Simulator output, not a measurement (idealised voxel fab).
The name of this process module is voxel ribs on slabs.
Section shown: cut. Width: 295 nm. Cell size: 5 nm, square.
A cross-section is a grid of square cells, given in bands from the top down. A band is one or more rows of cells. Heights first: top, then bottom, in nm. Then materials, left to right, each with a width in nm. "all across" on a single material: fills the band edge to edge. "blank": empty space. The reference from which all heights are counted is 0, the level beneath which the as-received wafer is entirely one material; the lowest band, having no lower bound, proceeds downward and is written after the example "z 0 and below". A two-number width, for instance "30..40", indicates that the width is equal to the first number in the top row of the band and to the second number in the bottom row, and that it changes by a constant amount per row of cells. Basically "nothing got changed" means that step didn't change any cell in the cross-section. Under "Tabulated closed voids" you'll find the enclosed gaps, the ones with no way out to the top, that are 8 cells or bigger; each reads width x height at distance, with distance counted from the left edge, everything in nm. What comes after the settings on a step's line is commentary from the simulator itself on that step. You can add "overlay nm" to a step's line. For a step with a mask, it describes how far the mask lay to the right of its planned position, and a negative number describes a lay to the left.

# Process steps (planned)
1) RECEIVE | material Si
2) DIRECTIONAL_DEP | material SiO2 | thk nm 20
3) DIRECTIONAL_DEP | material SiN | thk nm 25
4) MASKED_ETCH | tone cover | mask id RIB | width nm 30 | etch materials SiN | depth nm 5 | overlay nm 0
5) PATTERN | tone cover | mask id SLAB | material resist | width nm 60 | thk nm 20 | overlay nm 0
6) DIRECTIONAL_ETCH | etch materials SiN | depth nm 20
7) STRIP | etch materials resist
8) FILL_DEP | material SiO2 | thk nm 25
9) CMP | height nm 65
10) DIRECTIONAL_DEP | material W | thk nm 5
11) DIRECTIONAL_DEP | material aC | thk nm 10
12) PATTERN | tone cover | mask id HEATER | material resist | width nm 40 | thk nm 30 | overlay nm 0
13) DIRECTIONAL_ETCH | etch materials aC | depth nm 10
14) STRIP | etch materials resist
15) DIRECTIONAL_ETCH | etch materials W | depth nm 5
16) STRIP | etch materials aC
17) CONFORMAL_DEP | material SiO2 | thk nm 5

# Cross-section, incoming material, after step 1
z 0 and below  Si all across
Tabulated closed voids: none

# What the wafer looks like in cross-section after this module, when it starts as shown above and follows the plan above but one mistake is made in running it
z 80 to 75  SiO2 all across
z 75 to 65  W all across
z 65 to 45  SiO2 all across
z 45 to 40  130 SiO2, 30 SiN, 135 SiO2
z 40 to 20  115 SiO2, 60 SiN, 120 SiO2
z 20 to 0  SiO2 all across
z 0 and below  Si all across
Tabulated closed voids: none
Finding, execution versus plan: step 11 ran with different settings than intended, the actual operation and settings being DIRECTIONAL_DEP | material W | thk nm 10
